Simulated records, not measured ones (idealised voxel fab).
process module | voxel lift off
cross-section cut | 230 nm wide | cells 5 nm
A cross-section is a grid of square cells, given in bands from the top down. A band is one or more rows of cells.
Each band's line starts with the height of the band's top and of its bottom, in nm. Then come its materials from left to right, each with its width in nm. One material with "throughout" fills the band from edge to edge. "air" is empty space.
Height 0 is the level under which the wafer as received is all one material. The lowest band goes on downwards, as in "0 down".
A width such as "30 to 40" changes by the same amount from each row of cells to the next, from the band's top row to its bottom row.
"no change" after a step means that no cell of the cross-section changed.
closed voids: empty space of 8 cells or more with no open way to the top, each as width x height at its distance from the left edge, in nm
after a step's settings: what the simulator itself notes on the step
overlay nm, on a step with a mask: how far to the right of its planned place the mask lay; to the left if negative
plan
1 op RECEIVE | material Si
2 op CONFORMAL_DEP | material SiN | thk nm 5
3 op PATTERN | tone open | mask id LINES | material resist | width nm 30 | pitch nm 55 | thk nm 15 | overlay nm 0
4 op DIRECTIONAL_DEP | material Ru | thk nm 5
5 op STRIP | etch materials resist
6 op CONFORMAL_DEP | material SiO2 | thk nm 10
as received, after step 1
  0 down: Si throughout
  closed voids: none
a wafer at the end: this start, this plan, one mistake
  25 to 20: air 30 | SiO2 170 | air 30
  20 to 10: SiO2 throughout
  10 to 5: SiO2 45 | Ru 30 | SiO2 25 | Ru 30 | SiO2 25 | Ru 30 | SiO2 45
  5 to 0: SiN throughout
  0 down: Si throughout
  closed voids: none
what went wrong: step 6 ran as: op CONFORMAL_DEP | material SiO2 | thk nm 15
